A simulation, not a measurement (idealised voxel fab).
Process module name: voxel trench capacitor
Each square cell in cross-section cut measures 5 nm, and the section as a whole is 230 nm wide.
Heads up, the way a cross-section reads in here is a grid of square cells, handed over as bands from the top down, with every band being one or more rows of cells.
Look at the band entry: it leads with the top's height and the bottom's height in nm. Then it lists the materials left to right, with a width in nm for each. The word "throughout" on a single material says that material fills the band edge to edge. The word "empty" is empty space.
Heads up on the height convention: 0 is the point under which the incoming wafer is all one material, and the lowest band has no bottom, it just keeps going down, like "from 0 down".
Graded width ("30..40"): value in top row of band = first number; value in bottom row = second number; row-to-row change constant.
What does "remained the same" mean for a step? It means no cell of the cross-section changed in that step.
The list in "Closed void listing" covers empty spaces of 8 cells or more that cannot reach the top through any open way, and it gives each as width x height at distance; the distance is from the left edge, and width, height and distance are in nm.
Formally, on a step line, whatever follows the settings is a remark that the simulator itself makes on the step.
overlay nm: step with mask; distance mask lay right of planned place; negative value = left of planned place.

### The following list gives the planned process steps
1 RECEIVE | material Si
2 CONFORMAL_DEP | material SiN | thk nm 5
3 MASKED_ETCH | tone open | mask id TRENCH | width nm 15 | pitch nm 30 | etch materials SiN | depth nm 5 | overlay nm 0
4 MASKED_ETCH | tone open | mask id TRENCH | width nm 15 | pitch nm 30 | etch materials Si | depth nm 35 | overlay nm 0
5 CONFORMAL_DEP | material Al2O3 | thk nm 5
6 FILL_DEP | material polySi | thk nm 5
7 CMP | height nm 5

### The cross-section here shows the wafer as received, i.e. in its state after step 1
	from 0 down = Si throughout
	Closed void listing: none

### First of two wafers, end-of-module section, run followed plan
	from 5 to 0 = SiN (60), then Al2O3 (5), then polySi (5), then Al2O3 (5), then SiN (15), then Al2O3 (5), then polySi (5), then Al2O3 (5), then SiN (15), then Al2O3 (5), then polySi (5), then Al2O3 (5), then SiN (15), then Al2O3 (5), then polySi (5), then Al2O3 (5), then SiN (65)
	from 0 to -30 = Si (60), then Al2O3 (5), then polySi (5), then Al2O3 (5), then Si (15), then Al2O3 (5), then polySi (5), then Al2O3 (5), then Si (15), then Al2O3 (5), then polySi (5), then Al2O3 (5), then Si (15), then Al2O3 (5), then polySi (5), then Al2O3 (5), then Si (65)
	from -30 to -35 = Si (60), then Al2O3 (15), then Si (15), then Al2O3 (15), then Si (15), then Al2O3 (15), then Si (15), then Al2O3 (15), then Si (65)
	from -35 down = Si throughout
	Closed void listing: none

### This is the second of the two wafers, cross-sectioned at the end of the module; it started exactly like the first and was given the same plan, but it was run with one mistake
	from 5 to 0 = SiN (60), then Al2O3 (5), then SiN (5), then Al2O3 (5), then SiN (15), then Al2O3 (5), then SiN (5), then Al2O3 (5), then SiN (15), then Al2O3 (5), then SiN (5), then Al2O3 (5), then SiN (15), then Al2O3 (5), then SiN (5), then Al2O3 (5), then SiN (65)
	from 0 to -30 = Si (60), then Al2O3 (5), then SiN (5), then Al2O3 (5), then Si (15), then Al2O3 (5), then SiN (5), then Al2O3 (5), then Si (15), then Al2O3 (5), then SiN (5), then Al2O3 (5), then Si (15), then Al2O3 (5), then SiN (5), then Al2O3 (5), then Si (65)
	from -30 to -35 = Si (60), then Al2O3 (15), then Si (15), then Al2O3 (15), then Si (15), then Al2O3 (15), then Si (15), then Al2O3 (15), then Si (65)
	from -35 down = Si throughout
	Closed void listing: none
Finding, execution versus plan: not per plan at step 6, really ran FILL_DEP | material SiN | thk nm 5
Bottom line after processing is that, in cells, the second wafer is up or down on some materials versus the first: SiN: 28 more, polySi: 28 fewer
